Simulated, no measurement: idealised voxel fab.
The document below concerns the process module designated voxel trench capacitor.
Square cell edge 5 nm, section width 200 nm, ID cut.
Just so we're on the same page, the cross-sections are grids of square cells, and they're listed out in bands top to bottom, each band one or more rows deep.
For a band, the entry starts with two heights in nm, that of the top and then that of the bottom, and carries on with the band's materials in order from left to right, each alongside its width in nm; the word "full width" beside a single material means it fills the band edge to edge, and "air" means empty space.
Ref level 0: as-received wafer is one material below here. Bottom band extends down with no lower bound ("z 0 and below").
Width "30->40": first value at the band's top row of cells, second value at its bottom row, equal change from row to row.
Step marked "no modifications"? Then no cell in the cross-section changed in it.
Listed in "Closed void listing": every empty space of 8 or more cells without an open way to the top. Form: width x height at distance, the distance being from the left edge, all in nm.
Post-settings text on a step line: simulator's own remark regarding the step.
"overlay nm" denotes, for a step that has a mask, the displacement of the mask to the right of its planned place, with negative values corresponding to the left.

**Process steps - plan**
step 1: RECEIVE (material Si)
step 2: CONFORMAL_DEP (material SiN; thk nm 5)
step 3: DIRECTIONAL_DEP (material aC; thk nm 10)
step 4: PATTERN (tone open; mask id TRENCH; material resist; width nm 25; pitch nm 55; thk nm 30; overlay nm 0)
step 5: DIRECTIONAL_ETCH (etch materials aC; depth nm 10)
step 6: STRIP (etch materials resist)
step 7: DIRECTIONAL_ETCH (etch materials SiN; depth nm 5)
step 8: DIRECTIONAL_ETCH (etch materials Si; depth nm 35)
step 9: STRIP (etch materials aC)
step 10: CONFORMAL_DEP (material Al2O3; thk nm 5)
step 11: FILL_DEP (material polySi; thk nm 5)
step 12: CMP (height nm 5)

**So, the first of our two wafers, run just as we planned it**

**So this is the incoming wafer in cross-section - it's already been through step 1**
> z 0 and below  Si full width
> Closed void listing: none

**The following cross-section depicts the wafer upon completion of step 2**
> z 5 to 0  SiN full width
> Heights below 0 show no change.

**The following cross-section depicts the wafer upon completion of step 3**
> z 15 to 5  aC full width
> Heights below 5 show no change.

**The following cross-section depicts the wafer upon completion of step 4**
> z 45 to 15  resist 60 nm / air 25 nm / resist 30 nm / air 25 nm / resist 60 nm
> Heights below 15 show no change.

**The following cross-section depicts the wafer upon completion of step 5**
> z 35 to 15  resist 60 nm / air 25 nm / resist 30 nm / air 25 nm / resist 60 nm
> z 15 to 5  aC 60 nm / air 25 nm / aC 30 nm / air 25 nm / aC 60 nm
> Heights below 5 show no change.

**The following cross-section depicts the wafer upon completion of step 6**
> z 15 to 5  aC 60 nm / air 25 nm / aC 30 nm / air 25 nm / aC 60 nm
> Heights below 5 show no change.

**The following cross-section depicts the wafer upon completion of step 7**
> z 15 to 5  aC 60 nm / air 25 nm / aC 30 nm / air 25 nm / aC 60 nm
> z 5 to 0  SiN 60 nm / air 25 nm / SiN 30 nm / air 25 nm / SiN 60 nm
> Heights below 0 show no change.

**The following cross-section depicts the wafer upon completion of step 8**
> z 15 to 5  aC 60 nm / air 25 nm / aC 30 nm / air 25 nm / aC 60 nm
> z 5 to 0  SiN 60 nm / air 25 nm / SiN 30 nm / air 25 nm / SiN 60 nm
> z 0 to -35  Si 60 nm / air 25 nm / Si 30 nm / air 25 nm / Si 60 nm
> Heights below -35 show no change.

**The following cross-section depicts the wafer upon completion of step 9**
> z 5 to 0  SiN 60 nm / air 25 nm / SiN 30 nm / air 25 nm / SiN 60 nm
> Heights below 0 show no change.

**The following cross-section depicts the wafer upon completion of step 10**
> z 10 to 5  Al2O3 65 nm / air 15 nm / Al2O3 40 nm / air 15 nm / Al2O3 65 nm
> z 5 to 0  SiN 60 nm / Al2O3 5 nm / air 15 nm / Al2O3 5 nm / SiN 30 nm / Al2O3 5 nm / air 15 nm / Al2O3 5 nm / SiN 60 nm
> z 0 to -30  Si 60 nm / Al2O3 5 nm / air 15 nm / Al2O3 5 nm / Si 30 nm / Al2O3 5 nm / air 15 nm / Al2O3 5 nm / Si 60 nm
> z -30 to -35  Si 60 nm / Al2O3 25 nm / Si 30 nm / Al2O3 25 nm / Si 60 nm
> Heights below -35 show no change.

**The following cross-section depicts the wafer upon completion of step 11**
> z 15 to 10  polySi full width
> z 10 to 5  Al2O3 65 nm / polySi 15 nm / Al2O3 40 nm / polySi 15 nm / Al2O3 65 nm
> z 5 to 0  SiN 60 nm / Al2O3 5 nm / polySi 15 nm / Al2O3 5 nm / SiN 30 nm / Al2O3 5 nm / polySi 15 nm / Al2O3 5 nm / SiN 60 nm
> z 0 to -30  Si 60 nm / Al2O3 5 nm / polySi 15 nm / Al2O3 5 nm / Si 30 nm / Al2O3 5 nm / polySi 15 nm / Al2O3 5 nm / Si 60 nm
> Heights below -30 show no change.

**The following cross-section depicts the wafer upon completion of step 12**
> z 5 to 0  SiN 60 nm / Al2O3 5 nm / polySi 15 nm / Al2O3 5 nm / SiN 30 nm / Al2O3 5 nm / polySi 15 nm / Al2O3 5 nm / SiN 60 nm
> Heights below 0 show no change.

**Okay, second wafer. Nothing different at the start, nothing different in the plan, just one mistake somewhere in the running. As far as step 3, counting that step, it's the first wafer all over again**

**What the second wafer looks like in cross-section when step 4 should have wrapped up**
> z 45 to 15  air 60 nm / resist 25 nm / air 30 nm / resist 25 nm / air 60 nm
> Heights below 15 show no change.

**What the second wafer looks like in cross-section when step 5 should have wrapped up**
> z 35 to 15  air 60 nm / resist 25 nm / air 30 nm / resist 25 nm / air 60 nm
> z 15 to 5  air 60 nm / aC 25 nm / air 30 nm / aC 25 nm / air 60 nm
> Heights below 5 show no change.

**What the second wafer looks like in cross-section when step 6 should have wrapped up**
> z 15 to 5  air 60 nm / aC 25 nm / air 30 nm / aC 25 nm / air 60 nm
> Heights below 5 show no change.

**What the second wafer looks like in cross-section when step 7 should have wrapped up**
> z 15 to 5  air 60 nm / aC 25 nm / air 30 nm / aC 25 nm / air 60 nm
> z 5 to 0  air 60 nm / SiN 25 nm / air 30 nm / SiN 25 nm / air 60 nm
> Heights below 0 show no change.

**What the second wafer looks like in cross-section when step 8 should have wrapped up**
> z 15 to 5  air 60 nm / aC 25 nm / air 30 nm / aC 25 nm / air 60 nm
> z 5 to 0  air 60 nm / SiN 25 nm / air 30 nm / SiN 25 nm / air 60 nm
> z 0 to -35  air 60 nm / Si 25 nm / air 30 nm / Si 25 nm / air 60 nm
> Heights below -35 show no change.

**What the second wafer looks like in cross-section when step 9 should have wrapped up**
> z 5 to 0  air 60 nm / SiN 25 nm / air 30 nm / SiN 25 nm / air 60 nm
> Heights below 0 show no change.

**What the second wafer looks like in cross-section when step 10 should have wrapped up**
> z 10 to 5  air 55 nm / Al2O3 35 nm / air 20 nm / Al2O3 35 nm / air 55 nm
> z 5 to 0  air 55 nm / Al2O3 5 nm / SiN 25 nm / Al2O3 5 nm / air 20 nm / Al2O3 5 nm / SiN 25 nm / Al2O3 5 nm / air 55 nm
> z 0 to -30  air 55 nm / Al2O3 5 nm / Si 25 nm / Al2O3 5 nm / air 20 nm / Al2O3 5 nm / Si 25 nm / Al2O3 5 nm / air 55 nm
> z -30 to -35  Al2O3 60 nm / Si 25 nm / Al2O3 30 nm / Si 25 nm / Al2O3 60 nm
> Heights below -35 show no change.

**What the second wafer looks like in cross-section when step 11 should have wrapped up**
> z 15 to 10  polySi full width
> z 10 to 5  polySi 55 nm / Al2O3 35 nm / polySi 20 nm / Al2O3 35 nm / polySi 55 nm
> z 5 to 0  polySi 55 nm / Al2O3 5 nm / SiN 25 nm / Al2O3 5 nm / polySi 20 nm / Al2O3 5 nm / SiN 25 nm / Al2O3 5 nm / polySi 55 nm
> z 0 to -30  polySi 55 nm / Al2O3 5 nm / Si 25 nm / Al2O3 5 nm / polySi 20 nm / Al2O3 5 nm / Si 25 nm / Al2O3 5 nm / polySi 55 nm
> Heights below -30 show no change.

**What the second wafer looks like in cross-section when step 12 should have wrapped up**
> z 5 to 0  polySi 55 nm / Al2O3 5 nm / SiN 25 nm / Al2O3 5 nm / polySi 20 nm / Al2O3 5 nm / SiN 25 nm / Al2O3 5 nm / polySi 55 nm
> Heights below 0 show no change.
Which mistake was made when the wafer was run? contrary to plan, step 4 was performed as PATTERN (tone cover; mask id TRENCH; material resist; width nm 25; pitch nm 55; thk nm 30; overlay nm 0)
Final tally in cells, some materials are higher or lower on the second wafer than on the first: 20 more of Al2O3; 140 fewer of Si; 20 fewer of SiN; 140 more of polySi
